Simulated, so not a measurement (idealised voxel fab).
process module | voxel air gaps
cross-section cut | 250 nm wide | cells 5 nm
A cross-section is a grid of square cells, given in bands from the top down. A band is one or more rows of cells.
Each band's line starts with the height of the band's top and of its bottom, in nm. Then come its materials from left to right, each with its width in nm. One material with "throughout" fills the band from edge to edge. "air" is empty space.
Height 0 is the level under which the wafer as received is all one material. The lowest band goes on downwards, as in "0 down".
A width such as "30 to 40" changes by the same amount from each row of cells to the next, from the band's top row to its bottom row.
"no change" after a step means that no cell of the cross-section changed.
closed voids: empty space of 8 cells or more with no open way to the top, each as width x height at its distance from the left edge, in nm
after a step's settings: what the simulator itself notes on the step
overlay nm, on a step with a mask: how far to the right of its planned place the mask lay; to the left if negative
plan
1 op RECEIVE | material Si
2 op CONFORMAL_DEP | material SiO2 | thk nm 15
3 op CONFORMAL_DEP | material SiCN | thk nm 5
4 op DIRECTIONAL_DEP | material SiO2 | thk nm 30
5 op MASKED_ETCH | tone open | mask id LINES | width nm 20 | pitch nm 50 | etch materials SiO2 | depth nm 30 | overlay nm 0
6 op CONFORMAL_DEP | material TiN | thk nm 5
7 op FILL_DEP | material W | thk nm 10
8 op CMP | height nm 50
9 op EPI | material Ru | thk nm 10
10 op SELECTIVE_ETCH | etch materials SiO2 | depth nm 40
11 op CONFORMAL_DEP | material SiCN | thk nm 5
as received, after step 1
  0 down: Si throughout
  closed voids: none
first wafer at the end, as planned
  65 to 60: air 25 | SiCN 200 | air 25
  60 to 50: air 25 | SiCN 5 | Ru 40 | SiCN 10 | Ru 40 | SiCN 10 | Ru 40 | SiCN 10 | Ru 40 | SiCN 5 | air 25
  50 to 45: air 25 | SiCN 15 | TiN 5 | W 10 | TiN 5 | SiCN 30 | TiN 5 | W 10 | TiN 5 | SiCN 30 | TiN 5 | W 10 | TiN 5 | SiCN 30 | TiN 5 | W 10 | TiN 5 | SiCN 15 | air 25
  45 to 25: air 35 | SiCN 5 | TiN 5 | W 10 | TiN 5 | SiCN 5 | air 20 | SiCN 5 | TiN 5 | W 10 | TiN 5 | SiCN 5 | air 20 | SiCN 5 | TiN 5 | W 10 | TiN 5 | SiCN 5 | air 20 | SiCN 5 | TiN 5 | W 10 | TiN 5 | SiCN 5 | air 35
  25 to 20: SiCN 40 | TiN 20 | SiCN 30 | TiN 20 | SiCN 30 | TiN 20 | SiCN 30 | TiN 20 | SiCN 40
  20 to 15: SiCN throughout
  15 to 0: SiO2 throughout
  0 down: Si throughout
  closed voids: 20 x 20 at 65; 20 x 20 at 115; 20 x 20 at 165
second wafer at the end: like start, like plan, one mistake
  65 to 60: SiCN throughout
  60 to 50: Ru throughout
  50 to 25: W 35 | TiN 5 | SiO2 20 | TiN 5 | W 20 | TiN 5 | SiO2 20 | TiN 5 | W 20 | TiN 5 | SiO2 20 | TiN 5 | W 20 | TiN 5 | SiO2 20 | TiN 5 | W 35
  25 to 20: TiN 40 | SiO2 20 | TiN 30 | SiO2 20 | TiN 30 | SiO2 20 | TiN 30 | SiO2 20 | TiN 40
  20 to 15: SiCN throughout
  15 to 0: SiO2 throughout
  0 down: Si throughout
  closed voids: none
what went wrong: step 5 ran as: op MASKED_ETCH | tone cover | mask id LINES | width nm 20 | pitch nm 50 | etch materials SiO2 | depth nm 30 | overlay nm 0
at the end the second wafer has, in cells: 36 more of Ru | 96 fewer of SiCN | 96 more of SiO2 | 18 more of TiN | 90 more of W
closed voids at the end (first wafer, second wafer): 3, 0
